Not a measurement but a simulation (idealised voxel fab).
The process module presented herein is designated voxel self aligned contacts.
In the cross-section labelled cut, the width is 210 nm and each square cell is 5 nm.
A cross-section is written here as square cells arranged in a grid, and it is given in bands from the top down, each band taking up one or more rows of cells.
This entry defines a band. It first specifies the height of the band's top and the height of its bottom in nm, and then specifies the band's materials from left to right, stating each material with its width in nm. The word "edge to edge" identifies a single material that fills the band from edge to edge, while the word "empty" identifies empty space.
Heights are measured from 0, the level below which the as-received wafer is all one material; the lowest band has no bottom and continues downward, written as in "top 0, no bottom".
Graded width ("30->40"): value in top row of band = first number; value in bottom row = second number; row-to-row change constant.
"stayed the same", as given for a step, is the statement that not any cell of the cross-section underwent a change during that step.
Enclosed voids (no open way to top), threshold 8 cells or more, entry "Enclosed internal cavities", notation width x height at distance, distance from left edge, nm.
Read whatever lies past the settings on a step's line as the simulator's own remark about the step.
"overlay nm", when on a step's line for a step with a mask, measures how far to the right of its planned place the mask lay; a negative measure means to the left.
[The steps planned for the process are as follows]
1,RECEIVE, material Si
2,CONFORMAL_DEP, material SiO2, thk nm 5
3,DIRECTIONAL_DEP, material polySi, thk nm 30
4,DIRECTIONAL_DEP, material SiN, thk nm 20
5,PATTERN, tone cover, mask id GATE, material resist, width nm 25, pitch nm 50, thk nm 15, overlay nm 0
6,DIRECTIONAL_ETCH, etch materials SiN, depth nm 20
7,DIRECTIONAL_ETCH, etch materials polySi, depth nm 30
8,STRIP, etch materials resist
9,CONFORMAL_DEP, material SiN, thk nm 5
10,DIRECTIONAL_ETCH, etch materials SiN, depth nm 5
11,FILL_DEP, material SiO2, thk nm 10
12,CMP, height nm 60
13,PATTERN, tone open, mask id CONTACT, material resist, width nm 35, thk nm 15, overlay nm -15
14,DIRECTIONAL_ETCH, etch materials SiO2, depth nm 60
15,STRIP, etch materials resist
16,CONFORMAL_DEP, material TiN, thk nm 5
17,FILL_DEP, material Ru, thk nm 5
18,CMP, height nm 60
19,CONFORMAL_DEP, material SiN, thk nm 5
Split variable: overlay nm, step 13. Plan value = first wafer. Wafers start alike.
[First wafer of several, as received: cross-section after step 1]
- top 0, no bottom  Si edge to edge
- Enclosed internal cavities: none
[Quick look at the cross-section of the first of several wafers after step 19, which wraps up the module]
- top 65, bottom 60  SiN edge to edge
- top 60, bottom 55  SiO2 (70), TiN (35), SiO2 (105)
- top 55, bottom 35  SiO2 (60), SiN (35), TiN (10), SiO2 (5), SiN (35), SiO2 (65)
- top 35, bottom 5  SiO2 (60), SiN (5), polySi (25), SiN (5), TiN (10), SiO2 (5), SiN (5), polySi (25), SiN (5), SiO2 (65)
- top 5, bottom 0  SiO2 (95), TiN (10), SiO2 (105)
- top 0, no bottom  Si edge to edge
- Enclosed internal cavities: none
[The last wafer as seen in cross-section at the end of the module]
- top 65, bottom 60  SiN edge to edge
- top 60, bottom 55  SiO2 (100), TiN (35), SiO2 (75)
- top 55, bottom 35  SiO2 (60), SiN (35), SiO2 (5), TiN (10), SiN (35), SiO2 (65)
- top 35, bottom 5  SiO2 (60), SiN (5), polySi (25), SiN (5), SiO2 (5), TiN (10), SiN (5), polySi (25), SiN (5), SiO2 (65)
- top 5, bottom 0  SiO2 (100), TiN (10), SiO2 (100)
- top 0, no bottom  Si edge to edge
- Enclosed internal cavities: none
[Take any row and you have a wafer at the end of the module: how many cells of each material it has gained (+) or lost (-) since it was received, and then its closed voids]
overlay nm -15 | +122 SiN | +335 SiO2 | +29 TiN | +60 polySi | Enclosed internal cavities: none
overlay nm -10 | +11 Ru | +122 SiN | +324 SiO2 | +29 TiN | +60 polySi | Enclosed internal cavities: none
overlay nm -5 | +11 Ru | +122 SiN | +324 SiO2 | +29 TiN | +60 polySi | Enclosed internal cavities: none
overlay nm 0 | +11 Ru | +122 SiN | +324 SiO2 | +29 TiN | +60 polySi | Enclosed internal cavities: none
overlay nm 5 | +11 Ru | +122 SiN | +324 SiO2 | +29 TiN | +60 polySi | Enclosed internal cavities: none
overlay nm 10 | +11 Ru | +122 SiN | +324 SiO2 | +29 TiN | +60 polySi | Enclosed internal cavities: none
overlay nm 15 | +122 SiN | +335 SiO2 | +29 TiN | +60 polySi | Enclosed internal cavities: none
